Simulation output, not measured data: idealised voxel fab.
Proc. module: voxel ribs on slabs
Cross-section cut spans 240 nm and uses square cells 5 nm in size.
A cross-section in this document is a grid of square cells, and it is written down as bands, the top band listed before the ones below it; a band is made up of one or more rows of cells.
Per band: top height and bottom height in nm, followed by the left-to-right materials and their widths in nm; "edge to edge" marks a single material spanning edge to edge, "blank" marks empty space.
Height datum 0, below which the as-received substrate wafer is one material. Lowest band open at the bottom, running downward: "0 nm and below".
Note: "30..40" means the width goes from the first number (top row of the band) to the second number (bottom row) in equal steps per row of cells.
"no modification" for a step: no cell of the cross-section changed in that step.
Empty spaces without an open route to the top, at least 8 cells in extent, make up the entry "Closed-off voids"; each is given as width x height at distance, where the distance is measured from the left edge, and all are in nm.
after a step's settings: what the simulator itself notes on the step
The optional step-line setting "overlay nm" applies to steps with a mask and quantifies how far to the right of its planned location the mask lay, a negative value indicating leftward placement.
### The steps planned for the process are as follows
1 RECEIVE,material Si
2 DIRECTIONAL_DEP,material SiO2,thk nm 30
3 DIRECTIONAL_DEP,material SiN,thk nm 20
4 MASKED_ETCH,tone cover,mask id RIB,width nm 30,etch materials SiN,depth nm 10,overlay nm 0
5 PATTERN,tone cover,mask id SLAB,material resist,width nm 70,thk nm 15,overlay nm 0
6 DIRECTIONAL_ETCH,etch materials SiN,depth nm 10
7 STRIP,etch materials resist
8 FILL_DEP,material SiO2,thk nm 25
9 CMP,height nm 65
10 DIRECTIONAL_DEP,material TiN,thk nm 5
11 MASKED_ETCH,tone cover,mask id HEATER,width nm 40,etch materials TiN,depth nm 5,overlay nm 0
12 CONFORMAL_DEP,material SiN,thk nm 10
### First wafer, two in total, run as planned
### As received (post step 1): cross-section
	0 nm and below  Si edge to edge
	Closed-off voids: none
### Cross-sectional representation of the wafer at the conclusion of step 2
	30 nm to 0 nm  SiO2 edge to edge
	No changes below 0.
### Cross-sectional representation of the wafer at the conclusion of step 3
	50 nm to 30 nm  SiN edge to edge
	No changes below 30.
### Cross-sectional representation of the wafer at the conclusion of step 4
	50 nm to 40 nm  105 nm blank / 30 nm SiN / 105 nm blank
	No changes below 40.
### Cross-sectional representation of the wafer at the conclusion of step 5
	65 nm to 50 nm  85 nm blank / 70 nm resist / 85 nm blank
	50 nm to 40 nm  85 nm blank / 20 nm resist / 30 nm SiN / 20 nm resist / 85 nm blank
	No changes below 40.
### Cross-sectional representation of the wafer at the conclusion of step 6
	65 nm to 50 nm  85 nm blank / 70 nm resist / 85 nm blank
	50 nm to 40 nm  85 nm blank / 20 nm resist / 30 nm SiN / 20 nm resist / 85 nm blank
	40 nm to 30 nm  85 nm blank / 70 nm SiN / 85 nm blank
	No changes below 30.
### Cross-sectional representation of the wafer at the conclusion of step 7
	50 nm to 40 nm  105 nm blank / 30 nm SiN / 105 nm blank
	No changes below 40.
### Cross-sectional representation of the wafer at the conclusion of step 8
	75 nm to 50 nm  SiO2 edge to edge
	50 nm to 40 nm  105 nm SiO2 / 30 nm SiN / 105 nm SiO2
	40 nm to 30 nm  85 nm SiO2 / 70 nm SiN / 85 nm SiO2
	No changes below 30.
### Cross-sectional representation of the wafer at the conclusion of step 9
	65 nm to 50 nm  SiO2 edge to edge
	No changes below 50.
### Cross-sectional representation of the wafer at the conclusion of step 10
	70 nm to 65 nm  TiN edge to edge
	No changes below 65.
### Cross-sectional representation of the wafer at the conclusion of step 11
	70 nm to 65 nm  100 nm blank / 40 nm TiN / 100 nm blank
	No changes below 65.
### Cross-sectional representation of the wafer at the conclusion of step 12
	80 nm to 75 nm  90 nm blank / 60 nm SiN / 90 nm blank
	75 nm to 70 nm  SiN edge to edge
	70 nm to 65 nm  100 nm SiN / 40 nm TiN / 100 nm SiN
	No changes below 65.
### The second wafer began exactly as the first did and followed the same plan, but one mistake was made while running it; through step 3 inclusive, the two wafers are identical
### Second wafer profile in section, at the moment step 4 of the plan was meant to be complete
	50 nm to 40 nm  110 nm blank / 30 nm SiN / 100 nm blank
	No changes below 40.
### Second wafer profile in section, at the moment step 5 of the plan was meant to be complete
	65 nm to 50 nm  85 nm blank / 70 nm resist / 85 nm blank
	50 nm to 40 nm  85 nm blank / 25 nm resist / 30 nm SiN / 15 nm resist / 85 nm blank
	No changes below 40.
### Second wafer profile in section, at the moment step 6 of the plan was meant to be complete
	65 nm to 50 nm  85 nm blank / 70 nm resist / 85 nm blank
	50 nm to 40 nm  85 nm blank / 25 nm resist / 30 nm SiN / 15 nm resist / 85 nm blank
	40 nm to 30 nm  85 nm blank / 70 nm SiN / 85 nm blank
	No changes below 30.
### Second wafer profile in section, at the moment step 7 of the plan was meant to be complete
	50 nm to 40 nm  110 nm blank / 30 nm SiN / 100 nm blank
	No changes below 40.
### Second wafer profile in section, at the moment step 8 of the plan was meant to be complete
	75 nm to 50 nm  SiO2 edge to edge
	50 nm to 40 nm  110 nm SiO2 / 30 nm SiN / 100 nm SiO2
	40 nm to 30 nm  85 nm SiO2 / 70 nm SiN / 85 nm SiO2
	No changes below 30.
### Second wafer profile in section, at the moment step 9 of the plan was meant to be complete
	65 nm to 50 nm  SiO2 edge to edge
	No changes below 50.
### Second wafer profile in section, at the moment step 10 of the plan was meant to be complete
	70 nm to 65 nm  TiN edge to edge
	No changes below 65.
### Second wafer profile in section, at the moment step 11 of the plan was meant to be complete
	70 nm to 65 nm  100 nm blank / 40 nm TiN / 100 nm blank
	No changes below 65.
### Second wafer profile in section, at the moment step 12 of the plan was meant to be complete
	80 nm to 75 nm  90 nm blank / 60 nm SiN / 90 nm blank
	75 nm to 70 nm  SiN edge to edge
	70 nm to 65 nm  100 nm SiN / 40 nm TiN / 100 nm SiN
	No changes below 65.
Nonconformance to the process plan: step 4 did not happen as planned, as run it was MASKED_ETCH,tone cover,mask id RIB,width nm 30,etch materials SiN,depth nm 10,overlay nm 5
Tallied in cells, the final second wafer holds each material in the same quantity as the first, although not at the same places.
